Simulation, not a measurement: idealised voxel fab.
This section sets out a process module, namely voxel wiring stack.
Square cells of 5 nm make up the cross-section cut, whose width is 270 nm.
When this document writes out a cross-section, it uses a grid of square cells and lists it as bands, beginning at the top and moving down, with a band standing for one or more rows of cells. The band entry comprises the height of the band's top followed by the height of its bottom, expressed in nm, and subsequently the band's materials from left to right, each stated together with its width in nm. Where a single material is marked with the word "everywhere", that material fills the band from edge to edge. The word "empty" represents empty space. Heights are reckoned from 0. Under this level, the received wafer is all of one material. The bottommost band is open-ended downward, for example "0 down". Width "30 to 40": first value at the band's top row of cells, second value at its bottom row, equal change from row to row. Given "changes: none" for a step, no cell of the cross-section differs between before and after that step. Enclosed voids (no open way to top), threshold 8 cells or more, entry "Internal closed voids", notation width x height at distance, distance from left edge, nm. Past the settings on a step's line: simulator remark, on that step. The line of a step may include "overlay nm". On a step with a mask, this value is how far to the right of its planned place the mask lay. A negative value means the mask lay to the left.
# Steps planned for the process
1) RECEIVE: material Si
2) CONFORMAL_DEP: material SiO2, thk nm 10
3) DIRECTIONAL_DEP: material TiN, thk nm 5
4) DIRECTIONAL_DEP: material W, thk nm 25
5) DIRECTIONAL_DEP: material aC, thk nm 15
6) PATTERN: tone cover, mask id METAL_1, material resist, width nm 25, pitch nm 45, thk nm 30, overlay nm 0
7) DIRECTIONAL_ETCH: etch materials aC, depth nm 15
8) STRIP: etch materials resist
9) DIRECTIONAL_ETCH: etch materials W, depth nm 25
10) DIRECTIONAL_ETCH: etch materials TiN, depth nm 5
11) STRIP: etch materials aC
12) FILL_DEP: material lowk, thk nm 10
13) CMP: height nm 40
14) CONFORMAL_DEP: material SiCN, thk nm 5
15) DIRECTIONAL_DEP: material SiO2, thk nm 10
16) DIRECTIONAL_DEP: material aC, thk nm 10
17) PATTERN: tone open, mask id PLUG_1, material resist, width nm 15, thk nm 25, overlay nm 0
18) DIRECTIONAL_ETCH: etch materials aC, depth nm 10
19) STRIP: etch materials resist
20) DIRECTIONAL_ETCH: etch materials SiO2, depth nm 10
21) DIRECTIONAL_ETCH: etch materials SiCN, depth nm 5
22) STRIP: etch materials aC
23) EPI: material Ru, thk nm 10
24) EPI: material Ru, thk nm 5
25) CONFORMAL_DEP: material SiN, thk nm 5
26) DIRECTIONAL_DEP: material lowk, thk nm 25
27) DIRECTIONAL_DEP: material aC, thk nm 15
28) PATTERN: tone open, mask id METAL_2, material resist, width nm 25, pitch nm 45, thk nm 30, overlay nm 0
29) DIRECTIONAL_ETCH: etch materials aC, depth nm 15
30) STRIP: etch materials resist
31) DIRECTIONAL_ETCH: etch materials lowk, depth nm 25
32) DIRECTIONAL_ETCH: etch materials SiN, depth nm 5
33) STRIP: etch materials aC
34) CONFORMAL_DEP: material TiN, thk nm 5
35) FILL_DEP: material Ru, thk nm 5
36) CMP: height nm 85
37) CONFORMAL_DEP: material SiN, thk nm 5
# Cross-sectional view of the wafer in its as-received condition, corresponding to the state after step 1
  0 down = Si everywhere
  Internal closed voids: none
# End-of-module XS, first of two wafers, run as planned
  90 to 85 = SiN everywhere
  85 to 60 = lowk=100, TiN=5, Ru=15, TiN=5, lowk=20, TiN=5, Ru=15, TiN=5, lowk=100
  60 to 55 = SiN=100, TiN=25, SiN=20, TiN=25, SiN=100
  55 to 45 = SiO2=100, Ru=15, SiO2=155
  45 to 40 = SiCN=100, Ru=15, SiCN=155
  40 to 15 = lowk=100, W=25, lowk=20, W=25, lowk=100
  15 to 10 = lowk=100, TiN=25, lowk=20, TiN=25, lowk=100
  10 to 0 = SiO2 everywhere
  0 down = Si everywhere
  Internal closed voids: none
# Cross-sectional view: second of two wafers, end of module; start and plan identical to the first, one mistake in running
  90 to 85 = SiN everywhere
  85 to 80 = TiN=105, Ru=15, TiN=30, Ru=15, TiN=105
  80 to 60 = lowk=100, TiN=5, Ru=15, TiN=5, lowk=20, TiN=5, Ru=15, TiN=5, lowk=100
  60 to 55 = lowk=100, TiN=25, lowk=20, TiN=25, lowk=100
  55 to 45 = SiO2=100, Ru=15, SiO2=155
  45 to 40 = SiCN=100, Ru=15, SiCN=155
  40 to 15 = lowk=100, W=25, lowk=20, W=25, lowk=100
  15 to 10 = lowk=100, TiN=25, lowk=20, TiN=25, lowk=100
  10 to 0 = SiO2 everywhere
  0 down = Si everywhere
  Internal closed voids: none
Deviation from plan: not run: step 25 of the plan (skipped)
FYI, end of process, the second wafer has more or fewer cells of some materials than the first: 44 fewer of SiN | 44 more of TiN
